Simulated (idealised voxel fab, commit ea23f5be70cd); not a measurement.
Process module in this document: voxel capacitor over wiring
The cross-section on display is named cut; it measures 195 nm wide, and its cells are 5 nm squares.
Reading order for cross-sections: top band down to bottom band. Underlying form: a grid of square cells. Band size: one or more rows of cells. Basically the band line says how high the top is and how high the bottom is, in nm, and then what's in it from left to right, every material with its width in nm. Empty space shows up as "empty", and if a single material carries "full width" it runs the full band edge to edge. Convention: height 0 is the level below which the wafer, as received, is all one material. The lowest band does not terminate at the bottom but continues downward, represented as "z 0 and below". The width entry "30..40" should be interpreted row by row: the top row of cells in the band takes the first number, the bottom row takes the second number, and the change between adjacent rows is uniform throughout. "remained the same" (step): cross-section cells unchanged, all of them. Empty spaces without an open route to the top, at least 8 cells in extent, make up the entry "Enclosed cavity list"; each is given as width x height at distance, where the distance is measured from the left edge, and all are in nm. Formally, on a step line, whatever follows the settings is a remark that the simulator itself makes on the step. A step line may carry the setting "overlay nm", which, for steps involving a mask, states the distance by which the mask lay to the right of its intended position; negative values denote displacement to the left.

-- Below is the list of planned process steps
1 RECEIVE with material Si
2 CONFORMAL_DEP with material SiO2, thk nm 15
3 DIRECTIONAL_DEP with material TiN, thk nm 5
4 DIRECTIONAL_DEP with material W, thk nm 25
5 MASKED_ETCH with tone cover, mask id METAL_1, width nm 25, pitch nm 80, etch materials W, depth nm 25, overlay nm 0
6 MASKED_ETCH with tone cover, mask id METAL_1, width nm 25, pitch nm 80, etch materials TiN, depth nm 5, overlay nm -15
7 FILL_DEP with material SiO2, thk nm 10
8 CMP with height nm 45
9 CONFORMAL_DEP with material SiCN, thk nm 5
10 DIRECTIONAL_DEP with material SiO2, thk nm 20
11 PATTERN with tone open, mask id PLUG_1, material resist, width nm 15, thk nm 20, overlay nm 0
12 DIRECTIONAL_ETCH with etch materials SiO2, depth nm 20
13 DIRECTIONAL_ETCH with etch materials SiCN, depth nm 5
14 STRIP with etch materials resist
15 EPI with material Ru, thk nm 10
16 EPI with material Ru, thk nm 10
17 EPI with material Ru, thk nm 5
18 DIRECTIONAL_DEP with material TiN, thk nm 10
19 DIRECTIONAL_DEP with material Al2O3, thk nm 5
20 DIRECTIONAL_DEP with material TiN, thk nm 5
21 PATTERN with tone cover, mask id UPPER_PLATE, material resist, width nm 60, thk nm 15, overlay nm 0
22 DIRECTIONAL_ETCH with etch materials TiN, depth nm 5
23 DIRECTIONAL_ETCH with etch materials Al2O3, depth nm 5
24 STRIP with etch materials resist
25 MASKED_ETCH with tone cover, mask id LOWER_PLATE, width nm 70, etch materials TiN, depth nm 10, overlay nm 0
26 FILL_DEP with material SiO2, thk nm 15
27 CMP with height nm 100
28 PATTERN with tone open, mask id PLUG_2, material resist, width nm 15, thk nm 15, overlay nm 0
29 DIRECTIONAL_ETCH with etch materials SiO2, depth nm 10
30 STRIP with etch materials resist
31 CONFORMAL_DEP with material TiN, thk nm 5
32 FILL_DEP with material Ru, thk nm 10
33 CMP with height nm 100
34 CONFORMAL_DEP with material SiCN, thk nm 5
Among the wafers covered here, the point of difference is the overlay nm at step 6; their starting state is shared, and the plan presents the value of the first wafer.

-- Cross-sectional view of the first of several wafers in the as-received condition, corresponding to the state following step 1
z 0 and below | Si full width
Enclosed cavity list: none

-- End of module: cross-section of the first of several wafers after step 34, the last step
z 105 to 100 | SiCN full width
z 100 to 95 | 65 of SiO2 | 5 of TiN | 5 of Ru | 5 of TiN | 115 of SiO2
z 95 to 85 | 65..55 of SiO2 | 15..60 of TiN | 115..80 of SiO2
z 85 to 80 | 55 of SiO2 | 60 of Al2O3 | 80 of SiO2
z 80 to 70 | 50 of SiO2 | 70 of TiN | 75 of SiO2
z 70 to 50 | 55 of SiO2 | 15 of Ru | 125 of SiO2
z 50 to 45 | 55 of SiCN | 15 of Ru | 125 of SiCN
z 45 to 20 | 45 of SiO2 | 25 of W | 55 of SiO2 | 25 of W | 45 of SiO2
z 20 to 15 | 30 of SiO2 | 40 of TiN | 40 of SiO2 | 40 of TiN | 45 of SiO2
z 15 to 0 | SiO2 full width
z 0 and below | Si full width
Enclosed cavity list: none

-- Last-wafer cross-section at the end of the module
z 105 to 100 | SiCN full width
z 100 to 95 | 65 of SiO2 | 5 of TiN | 5 of Ru | 5 of TiN | 115 of SiO2
z 95 to 85 | 65..55 of SiO2 | 15..60 of TiN | 115..80 of SiO2
z 85 to 80 | 55 of SiO2 | 60 of Al2O3 | 80 of SiO2
z 80 to 70 | 50 of SiO2 | 70 of TiN | 75 of SiO2
z 70 to 50 | 55 of SiO2 | 15 of Ru | 125 of SiO2
z 50 to 45 | 55 of SiCN | 15 of Ru | 125 of SiCN
z 45 to 20 | 45 of SiO2 | 25 of W | 55 of SiO2 | 25 of W | 45 of SiO2
z 20 to 15 | 45 of SiO2 | 40 of TiN | 40 of SiO2 | 40 of TiN | 30 of SiO2
z 15 to 0 | SiO2 full width
z 0 and below | Si full width
Enclosed cavity list: none

-- Wafer rows, end of module: cells per material gained (+) or lost (-) since receipt; closed voids last
overlay nm -15 | +12 Al2O3 | +16 Ru | +75 SiCN | +605 SiO2 | +61 TiN | +50 W | Enclosed cavity list: none
overlay nm -10 | +12 Al2O3 | +16 Ru | +75 SiCN | +607 SiO2 | +59 TiN | +50 W | Enclosed cavity list: none
overlay nm -5 | +12 Al2O3 | +16 Ru | +75 SiCN | +609 SiO2 | +57 TiN | +50 W | Enclosed cavity list: none
overlay nm 0 | +12 Al2O3 | +16 Ru | +75 SiCN | +611 SiO2 | +55 TiN | +50 W | Enclosed cavity list: none
overlay nm 5 | +12 Al2O3 | +16 Ru | +75 SiCN | +609 SiO2 | +57 TiN | +50 W | Enclosed cavity list: none
overlay nm 10 | +12 Al2O3 | +16 Ru | +75 SiCN | +607 SiO2 | +59 TiN | +50 W | Enclosed cavity list: none
overlay nm 15 | +12 Al2O3 | +16 Ru | +75 SiCN | +605 SiO2 | +61 TiN | +50 W | Enclosed cavity list: none
